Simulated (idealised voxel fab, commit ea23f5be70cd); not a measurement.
Herein follows the process module entitled voxel plated lines.
In the cross-section labelled cut, the width is 240 nm and each square cell is 5 nm.
The cross-sections in this document take the form of a grid made of square cells. They are written out as bands, in order from top to bottom. Each band consists of one or more rows of cells.
Read a band's entry like this: the first values are the height of its top and the height of its bottom in nm, and what follows is the sequence of materials from left to right, each with its width in nm. Note that "empty" is empty space, and that a single material marked "full width" reaches across the band from edge to edge.
Counting heights begins at 0, where everything beneath is, in the wafer as received, one material. The lowest band has no bottom; it goes on downwards, as "0 and below" shows.
You'd read "30->40" like this: the band's top row of cells is as wide as the first number, its bottom row is as wide as the second, and going down, every row changes width by the same amount as the row before did.
"left unchanged", as given for a step, is the statement that not any cell of the cross-section underwent a change during that step.
"Unvented internal voids" - sealed voids, min. 8 cells, no opening to top; format: width x height at distance (distance from left edge; nm throughout).
Post-settings text on a step line: simulator's own remark regarding the step.
Each step line may optionally specify "overlay nm", which for a step with a mask gives the rightward distance between the mask's planned place and where it lay, a negative value indicating the leftward direction.

LISTED BELOW ARE THE PROCESS STEPS AS PLANNED
1: RECEIVE | material Si
2: CONFORMAL_DEP | material Al2O3 | thk nm 10
3: DIRECTIONAL_DEP | material TiN | thk nm 5
4: PATTERN | tone open | mask id LINES | material resist | width nm 20 | pitch nm 60 | thk nm 30 | overlay nm 0
5: EPI | material Ru | thk nm 10
6: EPI | material Ru | thk nm 10
7: STRIP | etch materials resist
8: DIRECTIONAL_ETCH | etch materials TiN | depth nm 5
9: CONFORMAL_DEP | material SiN | thk nm 5
varied across the wafers: width nm of step 4. The plan shows the first wafer's value. All wafers start alike

HERE'S THE FIRST OF THE WAFERS IN CROSS-SECTION, JUST AS WE GOT IT, I.E. AFTER STEP 1
    0 and below  Si full width
    Unvented internal voids: none

WAFER ROWS, END OF MODULE: CELLS PER MATERIAL GAINED (+) OR LOST (-) SINCE RECEIPT; CLOSED VOIDS LAST
width nm 20; +96 Al2O3; +64 Ru; +88 SiN; +16 TiN; Unvented internal voids: none
width nm 25; +96 Al2O3; +80 Ru; +88 SiN; +20 TiN; Unvented internal voids: none
width nm 30; +96 Al2O3; +96 Ru; +88 SiN; +24 TiN; Unvented internal voids: none
